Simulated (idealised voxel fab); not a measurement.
Presented below is a process module, voxel released beams.
The cross-section shown here is cut; it is 225 nm wide and divided into square cells measuring 5 nm on a side.
Bands, listed from the top down, are how a cross-section gets written in this document; the cross-section itself is a grid of square cells, and a band is one or more rows of them. Look at the band entry: it leads with the top's height and the bottom's height in nm. Then it lists the materials left to right, with a width in nm for each. The word "edge to edge" on a single material says that material fills the band edge to edge. The word "empty" is empty space. Heights are measured from 0, the level below which the as-received wafer is all one material; the lowest band has no bottom and continues downward, written as in "0 nm and below". Think of "30->40" as a width that walks from the first number to the second as you go down the band, top row to bottom row, taking equal-sized steps from row to row. For the purposes of this document, the phrase "identical to before" attached to a step denotes that no cell within the cross-section was modified by that step. "Closed cavity list" means: voids of 8 cells or more that are shut off from the top with no open way through. Written width x height at distance, distance from the left edge, in nm. Heads up: the bit after the settings on a step's line is the simulator's remark on that step. If you see "overlay nm" on a step's line and that step has a mask, it's telling you how far right of where it was planned the mask ended up; a negative number means it went left instead.
PROCESS STEPS - PLAN
1) op RECEIVE | material Si
2) op CONFORMAL_DEP | material Al2O3 | thk nm 5
3) op DIRECTIONAL_DEP | material SiO2 | thk nm 15
4) op DIRECTIONAL_DEP | material aC | thk nm 10
5) op PATTERN | tone open | mask id ANCHOR | material resist | width nm 30 | thk nm 25 | overlay nm 0
6) op DIRECTIONAL_ETCH | etch materials aC | depth nm 10
7) op STRIP | etch materials resist
8) op DIRECTIONAL_ETCH | etch materials SiO2 | depth nm 15
9) op STRIP | etch materials aC
10) op CONFORMAL_DEP | material W | thk nm 10
11) op DIRECTIONAL_DEP | material aC | thk nm 15
12) op PATTERN | tone cover | mask id BEAM | material resist | width nm 85 | thk nm 30 | overlay nm 0
13) op DIRECTIONAL_ETCH | etch materials aC | depth nm 15
14) op STRIP | etch materials resist
15) op DIRECTIONAL_ETCH | etch materials W | depth nm 10
16) op STRIP | etch materials aC
17) op STRIP | etch materials SiO2
What sets these wafers apart? The width nm at step 12. They all start alike, and the plan carries the first wafer's value.
INCOMING STATE OF THE FIRST OF SEVERAL WAFERS IN CROSS-SECTION: AFTER STEP 1
    0 nm and below  Si edge to edge
    Closed cavity list: none
EACH ROW BELOW IS A WAFER AT THE END OF THE MODULE, LISTING FOR EVERY MATERIAL THE NUMBER OF CELLS IT HAS GAINED (+) OR LOST (-) SINCE IT WAS RECEIVED, FOLLOWED BY ITS CLOSED VOIDS
width nm 85; +45 Al2O3; +46 W; Closed cavity list: none
width nm 90; +45 Al2O3; +48 W; Closed cavity list: none
width nm 95; +45 Al2O3; +50 W; Closed cavity list: none
width nm 100; +45 Al2O3; +52 W; Closed cavity list: none
width nm 105; +45 Al2O3; +54 W; Closed cavity list: none
width nm 110; +45 Al2O3; +56 W; Closed cavity list: none
